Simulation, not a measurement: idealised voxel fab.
voxel transistor to metal: a process module
The figure presents cross-section cut, which has a width of 140 nm and is divided into square cells with an edge length of 5 nm.
Square cells in a grid make up a cross-section in this document, and the grid is given as bands, listed from the top down, each one or more rows of cells. Per band: top height and bottom height in nm, followed by the left-to-right materials and their widths in nm; "throughout" marks a single material spanning edge to edge, "empty" marks empty space. Heights from 0 (as-received wafer is one material below). Bottom band endless downward, as "0..down". A width given as "30->40" starts at the first number in the band's top row and ends at the second number in its bottom row, shifting by an equal amount at every step from row to row. For the purposes of this document, the phrase "nothing different" attached to a step denotes that no cell within the cross-section was modified by that step. The entry titled "Enclosed internal voids" provides the empty spaces that have no open way to the top, restricted to those of 8 cells or more. Each is presented as width x height at distance, the distance being measured from the left edge, with all three in nm. If you see something after the settings on a step's line, that's the simulator's own remark about that step. The "overlay nm" setting may appear on a step's line; for a step that uses a mask, it gives how far to the right of its planned position the mask lay, and a negative value indicates the left.

### The following list gives the planned process steps
1,RECEIVE (material Si)
2,OXIDIZE (depth nm 5)
3,CONFORMAL_DEP (material SiN; thk nm 10)
4,MASKED_ETCH (tone cover; mask id ACTIVE; width nm 105; etch materials SiN; depth nm 10; overlay nm 0)
5,MASKED_ETCH (tone cover; mask id ACTIVE; width nm 105; etch materials SiO2; depth nm 5; overlay nm 0)
6,MASKED_ETCH (tone cover; mask id ACTIVE; width nm 105; etch materials Si; depth nm 30; overlay nm 0)
7,OXIDIZE (depth nm 5)
8,FILL_DEP (material SiO2; thk nm 15)
9,CMP (height nm 10)
10,SELECTIVE_ETCH (etch materials SiO2; depth nm 5)
11,STRIP (etch materials SiN)
12,SELECTIVE_ETCH (etch materials SiO2; depth nm 5)
13,OXIDIZE (depth nm 5)
14,DIRECTIONAL_DEP (material polySi; thk nm 20)
15,DIRECTIONAL_DEP (material SiCN; thk nm 15)
16,DIRECTIONAL_DEP (material aC; thk nm 10)
17,PATTERN (tone cover; mask id GATE; material resist; width nm 25; thk nm 25; overlay nm 0)
18,DIRECTIONAL_ETCH (etch materials aC; depth nm 10)
19,STRIP (etch materials resist)
20,DIRECTIONAL_ETCH (etch materials SiCN; depth nm 25)
21,DIRECTIONAL_ETCH (etch materials polySi; depth nm 30)
22,STRIP (etch materials aC)
23,CONFORMAL_DEP (material SiN; thk nm 5)
24,DIRECTIONAL_ETCH (etch materials SiN; depth nm 5)
25,DIRECTIONAL_ETCH (etch materials SiO2; depth nm 5)
26,DIRECTIONAL_ETCH (etch materials Si; depth nm 5)
27,EPI (material pSi; thk nm 10)
28,FILL_DEP (material SiO2; thk nm 10)
29,CMP (height nm 15)
30,STRIP (etch materials polySi)
31,SELECTIVE_ETCH (etch materials SiO2; depth nm 5)
32,CONFORMAL_DEP (material HfO2; thk nm 5)
33,CONFORMAL_DEP (material TiN; thk nm 5)
34,FILL_DEP (material W; thk nm 5)
35,CMP (height nm 10)
36,DIRECTIONAL_DEP (material SiO2; thk nm 10)
37,PATTERN (tone open; mask id CONTACT; material resist; width nm 15; pitch nm 80; thk nm 15; overlay nm 0)
38,DIRECTIONAL_ETCH (etch materials SiO2; depth nm 25)
39,STRIP (etch materials resist)
40,CONFORMAL_DEP (material TiN; thk nm 5)
41,FILL_DEP (material Ru; thk nm 10)
42,CMP (height nm 20)
43,CONFORMAL_DEP (material SiCN; thk nm 5)
44,DIRECTIONAL_DEP (material lowk; thk nm 20)
45,DIRECTIONAL_DEP (material aC; thk nm 15)
46,PATTERN (tone open; mask id METAL_1; material resist; width nm 15; pitch nm 80; thk nm 30; overlay nm 0)
47,DIRECTIONAL_ETCH (etch materials aC; depth nm 15)
48,STRIP (etch materials resist)
49,DIRECTIONAL_ETCH (etch materials lowk; depth nm 20)
50,DIRECTIONAL_ETCH (etch materials SiCN; depth nm 5)
51,STRIP (etch materials aC)
52,CONFORMAL_DEP (material TiN; thk nm 5)
53,FILL_DEP (material Cu; thk nm 5)
54,CMP (height nm 45)
55,CONFORMAL_DEP (material SiCN; thk nm 5)
56,DIRECTIONAL_DEP (material lowk; thk nm 35)
57,PATTERN (tone open; mask id METAL_2; material resist; width nm 15; pitch nm 80; thk nm 15; overlay nm 0)
58,DIRECTIONAL_ETCH (etch materials lowk; depth nm 20)
59,STRIP (etch materials resist)
60,MASKED_ETCH (tone open; mask id METAL_2_HOLES; width nm 15; pitch nm 80; etch materials lowk; depth nm 15; overlay nm 0)
61,MASKED_ETCH (tone open; mask id METAL_2_HOLES; width nm 15; pitch nm 80; etch materials SiCN; depth nm 5; overlay nm 0)
62,CONFORMAL_DEP (material TiN; thk nm 5)
63,FILL_DEP (material Ru; thk nm 10)
64,CMP (height nm 85)
65,CONFORMAL_DEP (material SiCN; thk nm 5)

### first wafer, as planned

### Cross-section of the wafer as it came to us, i.e., already through step 1
  0..down | Si throughout
  Enclosed internal voids: none

### After step 2: wafer cross-section
  0..-5 | SiO2 throughout
  No changes below -5.

### After step 3: wafer cross-section
  10..0 | SiN throughout
  No changes below 0.

### After step 4: wafer cross-section
  10..0 | empty 15  SiN 105  empty 20
  No changes below 0.

### After step 5: wafer cross-section
  10..0 | empty 15  SiN 105  empty 20
  0..-5 | empty 15  SiO2 105  empty 20
  No changes below -5.

### After step 6: wafer cross-section
  10..0 | empty 15  SiN 105  empty 20
  0..-5 | empty 15  SiO2 105  empty 20
  -5..-35 | empty 15  Si 105  empty 20
  No changes below -35.

### After step 7: wafer cross-section
  10..0 | empty 15  SiN 105  empty 20
  0..-5 | empty 15  SiO2 105  empty 20
  -5..-35 | empty 15  SiO2 5  Si 95  SiO2 5  empty 20
  -35..-40 | SiO2 20  Si 95  SiO2 25
  No changes below -40.

### After step 8: wafer cross-section
  25..10 | SiO2 throughout
  10..0 | SiO2 15  SiN 105  SiO2 20
  0..-5 | SiO2 throughout
  -5..-40 | SiO2 20  Si 95  SiO2 25
  No changes below -40.

### After step 9: wafer cross-section
  10..0 | SiO2 15  SiN 105  SiO2 20
  No changes below 0.

### After step 10: wafer cross-section
  10..5 | empty 15  SiN 105  empty 20
  No changes below 5.

### After step 11: wafer cross-section
  5..0 | SiO2 15  empty 105  SiO2 20
  No changes below 0.

### After step 12: wafer cross-section
  0..-5 | SiO2 10  empty 115  SiO2 15
  No changes below -5.

### After step 13: wafer cross-section
  0..-5 | SiO2 10  empty 115  SiO2 15
  -5..-10 | SiO2 throughout
  No changes below -10.

### After step 14: wafer cross-section
  20..15 | polySi 10  empty 115  polySi 15
  15..0 | polySi throughout
  0..-5 | SiO2 10  polySi 115  SiO2 15
  No changes below -5.

### After step 15: wafer cross-section
  35..30 | SiCN 10  empty 115  SiCN 15
  30..20 | SiCN throughout
  20..15 | polySi 10  SiCN 115  polySi 15
  No changes below 15.

### After step 16: wafer cross-section
  45..40 | aC 10  empty 115  aC 15
  40..35 | aC throughout
  35..30 | SiCN 10  aC 115  SiCN 15
  No changes below 30.

### After step 17: wafer cross-section
  70..45 | empty 55  resist 25  empty 60
  45..40 | aC 10  empty 45  resist 25  empty 45  aC 15
  No changes below 40.

### After step 18: wafer cross-section
  60..40 | empty 55  resist 25  empty 60
  40..35 | empty 55  aC 25  empty 60
  35..30 | SiCN 10  empty 45  aC 25  empty 45  SiCN 15
  No changes below 30.

### After step 19: wafer cross-section
  40..35 | empty 55  aC 25  empty 60
  No changes below 35.

### After step 20: wafer cross-section
  40..30 | empty 55  aC 25  empty 60
  30..20 | empty 55  SiCN 25  empty 60
  20..15 | polySi 10  empty 45  SiCN 25  empty 45  polySi 15
  No changes below 15.

### After step 21: wafer cross-section
  40..30 | empty 55  aC 25  empty 60
  30..15 | empty 55  SiCN 25  empty 60
  15..0 | empty 55  polySi 25  empty 60
  0..-5 | SiO2 10  empty 45  polySi 25  empty 45  SiO2 15
  No changes below -5.

### After step 22: wafer cross-section
  30..15 | empty 55  SiCN 25  empty 60
  No changes below 15.

### After step 23: wafer cross-section
  35..30 | empty 50  SiN 35  empty 55
  30..15 | empty 50  SiN 5  SiCN 25  SiN 5  empty 55
  15..5 | empty 50  SiN 5  polySi 25  SiN 5  empty 55
  5..0 | SiN 15  empty 35  SiN 5  polySi 25  SiN 5  empty 35  SiN 20
  0..-5 | SiO2 10  SiN 45  polySi 25  SiN 45  SiO2 15
  No changes below -5.

### After step 24: wafer cross-section
  30..15 | empty 50  SiN 5  SiCN 25  SiN 5  empty 55
  15..0 | empty 50  SiN 5  polySi 25  SiN 5  empty 55
  0..-5 | SiO2 10  SiN 5  empty 35  SiN 5  polySi 25  SiN 5  empty 35  SiN 5  SiO2 15
  No changes below -5.

### After step 25: wafer cross-section
  30..15 | empty 50  SiN 5  SiCN 25  SiN 5  empty 55
  15..0 | empty 50  SiN 5  polySi 25  SiN 5  empty 55
  0..-5 | empty 10  SiN 5  empty 35  SiN 5  polySi 25  SiN 5  empty 35  SiN 5  empty 15
  -5..-10 | SiO2 15  empty 35  SiO2 35  empty 35  SiO2 20
  No changes below -10.

### After step 26: wafer cross-section
  30..15 | empty 50  SiN 5  SiCN 25  SiN 5  empty 55
  15..0 | empty 50  SiN 5  polySi 25  SiN 5  empty 55
  0..-5 | empty 10  SiN 5  empty 35  SiN 5  polySi 25  SiN 5  empty 35  SiN 5  empty 15
  -5..-10 | SiO2 15  empty 35  SiO2 35  empty 35  SiO2 20
  -10..-15 | SiO2 20  empty 30  Si 35  empty 30  SiO2 25
  No changes below -15.

### After step 27: wafer cross-section
  30..15 | empty 50  SiN 5  SiCN 25  SiN 5  empty 55
  15..0 | empty 50  SiN 5  polySi 25  SiN 5  empty 55
  0..-5 | empty 10  SiN 5  empty 25  pSi 10  SiN 5  polySi 25  SiN 5  pSi 10  empty 25  SiN 5  empty 15
  -5..-10 | SiO2 15  pSi 35  SiO2 35  pSi 35  SiO2 20
  -10..-15 | SiO2 20  pSi 30  Si 35  pSi 30  SiO2 25
  No changes below -15.

### After step 28: wafer cross-section
  40..30 | SiO2 throughout
  30..15 | SiO2 50  SiN 5  SiCN 25  SiN 5  SiO2 55
  15..0 | SiO2 50  SiN 5  polySi 25  SiN 5  SiO2 55
  0..-5 | SiO2 10  SiN 5  SiO2 25  pSi 10  SiN 5  polySi 25  SiN 5  pSi 10  SiO2 25  SiN 5  SiO2 15
  No changes below -5.

### After step 29: wafer cross-section
  15..0 | SiO2 50  SiN 5  polySi 25  SiN 5  SiO2 55
  No changes below 0.

### After step 30: wafer cross-section
  15..0 | SiO2 50  SiN 5  empty 25  SiN 5  SiO2 55
  0..-5 | SiO2 10  SiN 5  SiO2 25  pSi 10  SiN 5  empty 25  SiN 5  pSi 10  SiO2 25  SiN 5  SiO2 15
  No changes below -5.

### After step 31: wafer cross-section
  15..10 | empty 50  SiN 5  empty 25  SiN 5  empty 55
  10..0 | SiO2 50  SiN 5  empty 25  SiN 5  SiO2 55
  0..-5 | SiO2 10  SiN 5  SiO2 25  pSi 10  SiN 5  empty 25  SiN 5  pSi 10  SiO2 25  SiN 5  SiO2 15
  -5..-10 | SiO2 15  pSi 35  empty 35  pSi 35  SiO2 20
  No changes below -10.

### After step 32: wafer cross-section
  20..15 | empty 45  HfO2 15  empty 15  HfO2 15  empty 50
  15..10 | HfO2 50  SiN 5  HfO2 5  empty 15  HfO2 5  SiN 5  HfO2 55
  10..0 | SiO2 50  SiN 5  HfO2 5  empty 15  HfO2 5  SiN 5  SiO2 55
  0..-5 | SiO2 10  SiN 5  SiO2 25  pSi 10  SiN 5  HfO2 5  empty 15  HfO2 5  SiN 5  pSi 10  SiO2 25  SiN 5  SiO2 15
  -5..-10 | SiO2 15  pSi 35  HfO2 35  pSi 35  SiO2 20
  No changes below -10.

### After step 33: wafer cross-section
  25..20 | empty 40  TiN 25  empty 5  TiN 25  empty 45
  20..15 | TiN 45  HfO2 15  TiN 5  empty 5  TiN 5  HfO2 15  TiN 50
  15..10 | HfO2 50  SiN 5  HfO2 5  TiN 5  empty 5  TiN 5  HfO2 5  SiN 5  HfO2 55
  10..0 | SiO2 50  SiN 5  HfO2 5  TiN 5  empty 5  TiN 5  HfO2 5  SiN 5  SiO2 55
  0..-5 | SiO2 10  SiN 5  SiO2 25  pSi 10  SiN 5  HfO2 5  TiN 15  HfO2 5  SiN 5  pSi 10  SiO2 25  SiN 5  SiO2 15
  No changes below -5.

### After step 34: wafer cross-section
  30..25 | W throughout
  25..20 | W 40  TiN 25  W 5  TiN 25  W 45
  20..15 | TiN 45  HfO2 15  TiN 5  W 5  TiN 5  HfO2 15  TiN 50
  15..10 | HfO2 50  SiN 5  HfO2 5  TiN 5  W 5  TiN 5  HfO2 5  SiN 5  HfO2 55
  10..0 | SiO2 50  SiN 5  HfO2 5  TiN 5  W 5  TiN 5  HfO2 5  SiN 5  SiO2 55
  No changes below 0.

### After step 35: wafer cross-section
  10..0 | SiO2 50  SiN 5  HfO2 5  TiN 5  W 5  TiN 5  HfO2 5  SiN 5  SiO2 55
  No changes below 0.

### After step 36: wafer cross-section
  20..10 | SiO2 throughout
  No changes below 10.

### After step 37: wafer cross-section
  35..20 | resist 20  empty 15  resist 65  empty 15  resist 25
  No changes below 20.

### After step 38: wafer cross-section
  35..20 | resist 20  empty 15  resist 65  empty 15  resist 25
  20..10 | SiO2 20  empty 15  SiO2 65  empty 15  SiO2 25
  10..0 | SiO2 20  empty 15  SiO2 15  SiN 5  HfO2 5  TiN 5  W 5  TiN 5  HfO2 5  SiN 5  SiO2 15  empty 15  SiO2 25
  0..-5 | SiO2 10  SiN 5  SiO2 5  empty 15  SiO2 5  pSi 10  SiN 5  HfO2 5  TiN 15  HfO2 5  SiN 5  pSi 10  SiO2 5  empty 15  SiO2 5  SiN 5  SiO2 15
  No changes below -5.

### After step 39: wafer cross-section
  20..10 | SiO2 20  empty 15  SiO2 65  empty 15  SiO2 25
  No changes below 10.

### After step 40: wafer cross-section
  25..20 | TiN 25  empty 5  TiN 75  empty 5  TiN 30
  20..10 | SiO2 20  TiN 5  empty 5  TiN 5  SiO2 65  TiN 5  empty 5  TiN 5  SiO2 25
  10..0 | SiO2 20  TiN 5  empty 5  TiN 5  SiO2 15  SiN 5  HfO2 5  TiN 5  W 5  TiN 5  HfO2 5  SiN 5  SiO2 15  TiN 5  empty 5  TiN 5  SiO2 25
  0..-5 | SiO2 10  SiN 5  SiO2 5  TiN 15  SiO2 5  pSi 10  SiN 5  HfO2 5  TiN 15  HfO2 5  SiN 5  pSi 10  SiO2 5  TiN 15  SiO2 5  SiN 5  SiO2 15
  No changes below -5.

### After step 41: wafer cross-section
  35..25 | Ru throughout
  25..20 | TiN 25  Ru 5  TiN 75  Ru 5  TiN 30
  20..10 | SiO2 20  TiN 5  Ru 5  TiN 5  SiO2 65  TiN 5  Ru 5  TiN 5  SiO2 25
  10..0 | SiO2 20  TiN 5  Ru 5  TiN 5  SiO2 15  SiN 5  HfO2 5  TiN 5  W 5  TiN 5  HfO2 5  SiN 5  SiO2 15  TiN 5  Ru 5  TiN 5  SiO2 25
  No changes below 0.

### After step 42: wafer cross-section
  20..10 | SiO2 20  TiN 5  Ru 5  TiN 5  SiO2 65  TiN 5  Ru 5  TiN 5  SiO2 25
  No changes below 10.

### After step 43: wafer cross-section
  25..20 | SiCN throughout
  No changes below 20.

### After step 44: wafer cross-section
  45..25 | lowk throughout
  No changes below 25.

### After step 45: wafer cross-section
  60..45 | aC throughout
  No changes below 45.

### After step 46: wafer cross-section
  90..60 | resist 20  empty 15  resist 65  empty 15  resist 25
  No changes below 60.

### After step 47: wafer cross-section
  75..60 | resist 20  empty 15  resist 65  empty 15  resist 25
  60..45 | aC 20  empty 15  aC 65  empty 15  aC 25
  No changes below 45.

### After step 48: wafer cross-section
  60..45 | aC 20  empty 15  aC 65  empty 15  aC 25
  No changes below 45.

### After step 49: wafer cross-section
  60..45 | aC 20  empty 15  aC 65  empty 15  aC 25
  45..25 | lowk 20  empty 15  lowk 65  empty 15  lowk 25
  No changes below 25.

### After step 50: wafer cross-section
  60..45 | aC 20  empty 15  aC 65  empty 15  aC 25
  45..25 | lowk 20  empty 15  lowk 65  empty 15  lowk 25
  25..20 | SiCN 20  empty 15  SiCN 65  empty 15  SiCN 25
  No changes below 20.

### After step 51: wafer cross-section
  45..25 | lowk 20  empty 15  lowk 65  empty 15  lowk 25
  No changes below 25.

### After step 52: wafer cross-section
  50..45 | TiN 25  empty 5  TiN 75  empty 5  TiN 30
  45..25 | lowk 20  TiN 5  empty 5  TiN 5  lowk 65  TiN 5  empty 5  TiN 5  lowk 25
  25..20 | SiCN 20  TiN 15  SiCN 65  TiN 15  SiCN 25
  No changes below 20.

### After step 53: wafer cross-section
  55..50 | Cu throughout
  50..45 | TiN 25  Cu 5  TiN 75  Cu 5  TiN 30
  45..25 | lowk 20  TiN 5  Cu 5  TiN 5  lowk 65  TiN 5  Cu 5  TiN 5  lowk 25
  No changes below 25.

### After step 54: wafer cross-section
  45..25 | lowk 20  TiN 5  Cu 5  TiN 5  lowk 65  TiN 5  Cu 5  TiN 5  lowk 25
  No changes below 25.

### After step 55: wafer cross-section
  50..45 | SiCN throughout
  No changes below 45.

### After step 56: wafer cross-section
  85..50 | lowk throughout
  No changes below 50.

### After step 57: wafer cross-section
  100..85 | resist 20  empty 15  resist 65  empty 15  resist 25
  No changes below 85.

### After step 58: wafer cross-section
  100..85 | resist 20  empty 15  resist 65  empty 15  resist 25
  85..65 | lowk 20  empty 15  lowk 65  empty 15  lowk 25
  No changes below 65.

### After step 59: wafer cross-section
  85..65 | lowk 20  empty 15  lowk 65  empty 15  lowk 25
  No changes below 65.

### After step 60: wafer cross-section
  85..50 | lowk 20  empty 15  lowk 65  empty 15  lowk 25
  No changes below 50.

### After step 61: wafer cross-section
  85..50 | lowk 20  empty 15  lowk 65  empty 15  lowk 25
  50..45 | SiCN 20  empty 15  SiCN 65  empty 15  SiCN 25
  No changes below 45.

### After step 62: wafer cross-section
  90..85 | TiN 25  empty 5  TiN 75  empty 5  TiN 30
  85..50 | lowk 20  TiN 5  empty 5  TiN 5  lowk 65  TiN 5  empty 5  TiN 5  lowk 25
  50..45 | SiCN 20  TiN 15  SiCN 65  TiN 15  SiCN 25
  No changes below 45.

### After step 63: wafer cross-section
  100..90 | Ru throughout
  90..85 | TiN 25  Ru 5  TiN 75  Ru 5  TiN 30
  85..50 | lowk 20  TiN 5  Ru 5  TiN 5  lowk 65  TiN 5  Ru 5  TiN 5  lowk 25
  No changes below 50.

### After step 64: wafer cross-section
  85..50 | lowk 20  TiN 5  Ru 5  TiN 5  lowk 65  TiN 5  Ru 5  TiN 5  lowk 25
  No changes below 50.

### After step 65: wafer cross-section
  90..85 | SiCN throughout
  No changes below 85.

### Wafer two of two - same starting point, same process plan, one mistake in execution; matches wafer one up to and including step 31

### Cross-section of the second wafer corresponding to the planned conclusion of step 32
  20..15 | empty 45  TiN 15  empty 15  TiN 15  empty 50
  15..10 | TiN 50  SiN 5  TiN 5  empty 15  TiN 5  SiN 5  TiN 55
  10..0 | SiO2 50  SiN 5  TiN 5  empty 15  TiN 5  SiN 5  SiO2 55
  0..-5 | SiO2 10  SiN 5  SiO2 25  pSi 10  SiN 5  TiN 5  empty 15  TiN 5  SiN 5  pSi 10  SiO2 25  SiN 5  SiO2 15
  -5..-10 | SiO2 15  pSi 35  TiN 35  pSi 35  SiO2 20
  No changes below -10.

### Cross-section of the second wafer corresponding to the planned conclusion of step 33
  25..20 | empty 40  HfO2 25  empty 5  HfO2 25  empty 45
  20..15 | HfO2 45  TiN 15  HfO2 5  empty 5  HfO2 5  TiN 15  HfO2 50
  15..10 | TiN 50  SiN 5  TiN 5  HfO2 5  empty 5  HfO2 5  TiN 5  SiN 5  TiN 55
  10..0 | SiO2 50  SiN 5  TiN 5  HfO2 5  empty 5  HfO2 5  TiN 5  SiN 5  SiO2 55
  0..-5 | SiO2 10  SiN 5  SiO2 25  pSi 10  SiN 5  TiN 5  HfO2 15  TiN 5  SiN 5  pSi 10  SiO2 25  SiN 5  SiO2 15
  No changes below -5.

### Cross-section of the second wafer corresponding to the planned conclusion of step 34
  30..25 | W throughout
  25..20 | W 40  HfO2 25  W 5  HfO2 25  W 45
  20..15 | HfO2 45  TiN 15  HfO2 5  W 5  HfO2 5  TiN 15  HfO2 50
  15..10 | TiN 50  SiN 5  TiN 5  HfO2 5  W 5  HfO2 5  TiN 5  SiN 5  TiN 55
  10..0 | SiO2 50  SiN 5  TiN 5  HfO2 5  W 5  HfO2 5  TiN 5  SiN 5  SiO2 55
  No changes below 0.

### Cross-section of the second wafer corresponding to the planned conclusion of step 35
  10..0 | SiO2 50  SiN 5  TiN 5  HfO2 5  W 5  HfO2 5  TiN 5  SiN 5  SiO2 55
  No changes below 0.

### Cross-section of the second wafer corresponding to the planned conclusion of step 36
  20..10 | SiO2 throughout
  No changes below 10.

### Cross-section of the second wafer corresponding to the planned conclusion of step 37
  35..20 | resist 20  empty 15  resist 65  empty 15  resist 25
  No changes below 20.

### Cross-section of the second wafer corresponding to the planned conclusion of step 38
  35..20 | resist 20  empty 15  resist 65  empty 15  resist 25
  20..10 | SiO2 20  empty 15  SiO2 65  empty 15  SiO2 25
  10..0 | SiO2 20  empty 15  SiO2 15  SiN 5  TiN 5  HfO2 5  W 5  HfO2 5  TiN 5  SiN 5  SiO2 15  empty 15  SiO2 25
  0..-5 | SiO2 10  SiN 5  SiO2 5  empty 15  SiO2 5  pSi 10  SiN 5  TiN 5  HfO2 15  TiN 5  SiN 5  pSi 10  SiO2 5  empty 15  SiO2 5  SiN 5  SiO2 15
  No changes below -5.

### Cross-section of the second wafer corresponding to the planned conclusion of step 39
  20..10 | SiO2 20  empty 15  SiO2 65  empty 15  SiO2 25
  No changes below 10.

### Cross-section of the second wafer corresponding to the planned conclusion of step 40
  25..20 | TiN 25  empty 5  TiN 75  empty 5  TiN 30
  20..10 | SiO2 20  TiN 5  empty 5  TiN 5  SiO2 65  TiN 5  empty 5  TiN 5  SiO2 25
  10..0 | SiO2 20  TiN 5  empty 5  TiN 5  SiO2 15  SiN 5  TiN 5  HfO2 5  W 5  HfO2 5  TiN 5  SiN 5  SiO2 15  TiN 5  empty 5  TiN 5  SiO2 25
  0..-5 | SiO2 10  SiN 5  SiO2 5  TiN 15  SiO2 5  pSi 10  SiN 5  TiN 5  HfO2 15  TiN 5  SiN 5  pSi 10  SiO2 5  TiN 15  SiO2 5  SiN 5  SiO2 15
  No changes below -5.

### Cross-section of the second wafer corresponding to the planned conclusion of step 41
  35..25 | Ru throughout
  25..20 | TiN 25  Ru 5  TiN 75  Ru 5  TiN 30
  20..10 | SiO2 20  TiN 5  Ru 5  TiN 5  SiO2 65  TiN 5  Ru 5  TiN 5  SiO2 25
  10..0 | SiO2 20  TiN 5  Ru 5  TiN 5  SiO2 15  SiN 5  TiN 5  HfO2 5  W 5  HfO2 5  TiN 5  SiN 5  SiO2 15  TiN 5  Ru 5  TiN 5  SiO2 25
  No changes below 0.

### Cross-section of the second wafer corresponding to the planned conclusion of step 42
  20..10 | SiO2 20  TiN 5  Ru 5  TiN 5  SiO2 65  TiN 5  Ru 5  TiN 5  SiO2 25
  No changes below 10.

### Cross-section of the second wafer corresponding to the planned conclusion of step 43
  25..20 | SiCN throughout
  No changes below 20.

### Cross-section of the second wafer corresponding to the planned conclusion of step 44
  45..25 | lowk throughout
  No changes below 25.

### Cross-section of the second wafer corresponding to the planned conclusion of step 45
  60..45 | aC throughout
  No changes below 45.

### Cross-section of the second wafer corresponding to the planned conclusion of step 46
  90..60 | resist 20  empty 15  resist 65  empty 15  resist 25
  No changes below 60.

### Cross-section of the second wafer corresponding to the planned conclusion of step 47
  75..60 | resist 20  empty 15  resist 65  empty 15  resist 25
  60..45 | aC 20  empty 15  aC 65  empty 15  aC 25
  No changes below 45.

### Cross-section of the second wafer corresponding to the planned conclusion of step 48
  60..45 | aC 20  empty 15  aC 65  empty 15  aC 25
  No changes below 45.

### Cross-section of the second wafer corresponding to the planned conclusion of step 49
  60..45 | aC 20  empty 15  aC 65  empty 15  aC 25
  45..25 | lowk 20  empty 15  lowk 65  empty 15  lowk 25
  No changes below 25.

### Cross-section of the second wafer corresponding to the planned conclusion of step 50
  60..45 | aC 20  empty 15  aC 65  empty 15  aC 25
  45..25 | lowk 20  empty 15  lowk 65  empty 15  lowk 25
  25..20 | SiCN 20  empty 15  SiCN 65  empty 15  SiCN 25
  No changes below 20.

### Cross-section of the second wafer corresponding to the planned conclusion of step 51
  45..25 | lowk 20  empty 15  lowk 65  empty 15  lowk 25
  No changes below 25.

### Cross-section of the second wafer corresponding to the planned conclusion of step 52
  50..45 | TiN 25  empty 5  TiN 75  empty 5  TiN 30
  45..25 | lowk 20  TiN 5  empty 5  TiN 5  lowk 65  TiN 5  empty 5  TiN 5  lowk 25
  25..20 | SiCN 20  TiN 15  SiCN 65  TiN 15  SiCN 25
  No changes below 20.

### Cross-section of the second wafer corresponding to the planned conclusion of step 53
  55..50 | Cu throughout
  50..45 | TiN 25  Cu 5  TiN 75  Cu 5  TiN 30
  45..25 | lowk 20  TiN 5  Cu 5  TiN 5  lowk 65  TiN 5  Cu 5  TiN 5  lowk 25
  No changes below 25.

### Cross-section of the second wafer corresponding to the planned conclusion of step 54
  45..25 | lowk 20  TiN 5  Cu 5  TiN 5  lowk 65  TiN 5  Cu 5  TiN 5  lowk 25
  No changes below 25.

### Cross-section of the second wafer corresponding to the planned conclusion of step 55
  50..45 | SiCN throughout
  No changes below 45.

### Cross-section of the second wafer corresponding to the planned conclusion of step 56
  85..50 | lowk throughout
  No changes below 50.

### Cross-section of the second wafer corresponding to the planned conclusion of step 57
  100..85 | resist 20  empty 15  resist 65  empty 15  resist 25
  No changes below 85.

### Cross-section of the second wafer corresponding to the planned conclusion of step 58
  100..85 | resist 20  empty 15  resist 65  empty 15  resist 25
  85..65 | lowk 20  empty 15  lowk 65  empty 15  lowk 25
  No changes below 65.

### Cross-section of the second wafer corresponding to the planned conclusion of step 59
  85..65 | lowk 20  empty 15  lowk 65  empty 15  lowk 25
  No changes below 65.

### Cross-section of the second wafer corresponding to the planned conclusion of step 60
  85..50 | lowk 20  empty 15  lowk 65  empty 15  lowk 25
  No changes below 50.

### Cross-section of the second wafer corresponding to the planned conclusion of step 61
  85..50 | lowk 20  empty 15  lowk 65  empty 15  lowk 25
  50..45 | SiCN 20  empty 15  SiCN 65  empty 15  SiCN 25
  No changes below 45.

### Cross-section of the second wafer corresponding to the planned conclusion of step 62
  90..85 | TiN 25  empty 5  TiN 75  empty 5  TiN 30
  85..50 | lowk 20  TiN 5  empty 5  TiN 5  lowk 65  TiN 5  empty 5  TiN 5  lowk 25
  50..45 | SiCN 20  TiN 15  SiCN 65  TiN 15  SiCN 25
  No changes below 45.

### Cross-section of the second wafer corresponding to the planned conclusion of step 63
  100..90 | Ru throughout
  90..85 | TiN 25  Ru 5  TiN 75  Ru 5  TiN 30
  85..50 | lowk 20  TiN 5  Ru 5  TiN 5  lowk 65  TiN 5  Ru 5  TiN 5  lowk 25
  No changes below 50.

### Cross-section of the second wafer corresponding to the planned conclusion of step 64
  85..50 | lowk 20  TiN 5  Ru 5  TiN 5  lowk 65  TiN 5  Ru 5  TiN 5  lowk 25
  No changes below 50.

### Cross-section of the second wafer corresponding to the planned conclusion of step 65
  90..85 | SiCN throughout
  No changes below 85.
The mistake made against the process plan was this: plan steps 32 and 33 run swapped
The closing comparison, in cells, has the second wafer with more or fewer of some materials than the first: HfO2 -6; TiN +6
